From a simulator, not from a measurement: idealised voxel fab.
Presented below is a process module, voxel spacer lines.
In the cross-section labelled cut, the width is 300 nm and each square cell is 5 nm.
When this document writes out a cross-section, it uses a grid of square cells and lists it as bands, beginning at the top and moving down, with a band standing for one or more rows of cells. In this notation a band is specified by the heights of its top and bottom, in that order and in nm, after which its materials appear from left to right, each paired with its width in nm. The word "throughout" attached to a single material means that material fills the band from edge to edge; the word "blank" stands for empty space. Zero point of the height axis is 0; under it, received wafer = one material. Lowest band: continues down indefinitely, "z 0 and below". Read "30..40" as a graded width: first number on top, second number at the bottom, same change between each pair of neighbouring rows. The designation "no alterations made", where it is given for a processing step, indicates that no cell of the cross-section was altered in the course of that step. The label "Unvented voids" introduces a list of the empty spaces, 8 cells or larger, that have no open way up to the top; each entry in it reads width x height at distance, where the distance is taken from the left edge and all three are stated in nm. What comes after the settings on a step's line is commentary from the simulator itself on that step. When a step includes a mask, the "overlay nm" setting on its line states how far to the right of its planned place that mask lay, and negative values state how far to the left.

PLANNED PROCESS STEPS
1) RECEIVE,material Si
2) CONFORMAL_DEP,material Al2O3,thk nm 10
3) DIRECTIONAL_DEP,material TiN,thk nm 15
4) DIRECTIONAL_DEP,material aC,thk nm 30
5) PATTERN,tone cover,mask id MANDREL,material resist,width nm 20,pitch nm 60,thk nm 35,overlay nm -15
6) DIRECTIONAL_ETCH,etch materials aC,depth nm 30
7) STRIP,etch materials resist
8) CONFORMAL_DEP,material SiO2,thk nm 10
9) DIRECTIONAL_ETCH,etch materials SiO2,depth nm 10
10) STRIP,etch materials aC
11) DIRECTIONAL_ETCH,etch materials TiN,depth nm 15
12) STRIP,etch materials SiO2
Wafers differ in overlay nm at step 5; plan lists the first wafer's value; identical starting state.

THIS IS HOW THE FIRST OF SEVERAL WAFERS LOOKED IN CROSS-SECTION WHEN IT ARRIVED, WHICH IS AFTER STEP 1
    z 0 and below: Si throughout
    Unvented voids: none

ONCE STEP 12, THE LAST STEP, IS COMPLETE, THE MODULE IS AT ITS END; THIS IS THE CROSS-SECTION OF THE FIRST OF SEVERAL WAFERS
    z 25 to 10: blank 55 nm; TiN 10 nm; blank 20 nm; TiN 10 nm; blank 20 nm; TiN 10 nm; blank 20 nm; TiN 10 nm; blank 20 nm; TiN 10 nm; blank 20 nm; TiN 10 nm; blank 85 nm
    z 10 to 0: Al2O3 throughout
    z 0 and below: Si throughout
    Unvented voids: none

CROSS-SECTION, LAST WAFER, MODULE COMPLETION
    z 25 to 10: blank 85 nm; TiN 10 nm; blank 20 nm; TiN 10 nm; blank 20 nm; TiN 10 nm; blank 20 nm; TiN 10 nm; blank 20 nm; TiN 10 nm; blank 20 nm; TiN 10 nm; blank 55 nm
    z 10 to 0: Al2O3 throughout
    z 0 and below: Si throughout
    Unvented voids: none

THE ROWS OF THE TABLE BELOW ARE WAFERS. LOOKING AT THE END OF THE MODULE, A ROW COUNTS, FOR EVERY MATERIAL, THE CELLS THE WAFER HAS GAINED, SHOWN AS (+), OR LOST, SHOWN AS (-), SINCE IT WAS RECEIVED; ITS CLOSED VOIDS COME NEXT
overlay nm -15 | +120 Al2O3 | +36 TiN | Unvented voids: none
overlay nm -10 | +120 Al2O3 | +36 TiN | Unvented voids: none
overlay nm -5 | +120 Al2O3 | +36 TiN | Unvented voids: none
overlay nm 0 | +120 Al2O3 | +36 TiN | Unvented voids: none
overlay nm 5 | +120 Al2O3 | +36 TiN | Unvented voids: none
overlay nm 10 | +120 Al2O3 | +36 TiN | Unvented voids: none
overlay nm 15 | +120 Al2O3 | +36 TiN | Unvented voids: none
